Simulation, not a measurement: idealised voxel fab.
The following is a process module called voxel fin reveal.
The cross-section on display is named cut; it measures 155 nm wide, and its cells are 5 nm squares.
Throughout this document, each cross-section is represented as a grid of square cells and is presented as a sequence of bands enumerated from the top downward, where a band comprises one or more rows of cells.
Band: top height; bottom height; in nm. Then, left to right: material with width in nm, for each material. "throughout": a single material spanning edge to edge. "air": empty space.
For the purposes of this specification, 0 denotes the height below which the wafer in its as-received condition is composed wholly of one material, and the lowermost band, lacking a lower limit, extends downward without end, as expressed in "0 -> down".
Think of "30->40" as a width that walks from the first number to the second as you go down the band, top row to bottom row, taking equal-sized steps from row to row.
A step reported as "no alterations made" is a step in which no cell of the cross-section changed.
"Closed internal cavities" lists enclosed empty spaces (at least 8 cells, no open path upward to the top), each as width x height at distance from the left edge, in nm.
Text after the settings on a step's line: the simulator's own remark on that step.
overlay nm: where the mask lay relative to plan, measured to the right, on steps with a mask; negatives go left.
## Process steps - plan
1: RECEIVE, material Si
2: CONFORMAL_DEP, material SiN, thk nm 10
3: MASKED_ETCH, tone cover, mask id FINS, width nm 15, pitch nm 35, etch materials SiN, depth nm 10, overlay nm 0
4: MASKED_ETCH, tone cover, mask id FINS, width nm 15, pitch nm 35, etch materials Si, depth nm 30, overlay nm 0
5: OXIDIZE, depth nm 5
6: FILL_DEP, material SiO2, thk nm 15
7: CMP, height nm 0
8: SELECTIVE_ETCH, etch materials SiO2, depth nm 25
9: STRIP, etch materials SiN
Quick note for whoever runs this: the wafers start identical, but the height nm at step 7 isn't the same across them. The plan just shows what the first wafer had.
## Cross-section, first of several wafers, as delivered after step 1
> 0 -> down: Si throughout
> Closed internal cavities: none
## Quick key for the table: a row per wafer, taken at the end of the module. For each material it tells you how many cells the wafer gained (+) or lost (-) since it came in, and the closed voids come after
height nm 0, -196 Si, +56 SiO2, Closed internal cavities: none
height nm 5, -196 Si, +84 SiO2, Closed internal cavities: none
height nm 10, -196 Si, +112 SiO2, Closed internal cavities: none
height nm 15, -196 Si, +140 SiO2, Closed internal cavities: none
height nm 20, -196 Si, +168 SiO2, Closed internal cavities: none
height nm 25, -196 Si, +196 SiO2, Closed internal cavities: none
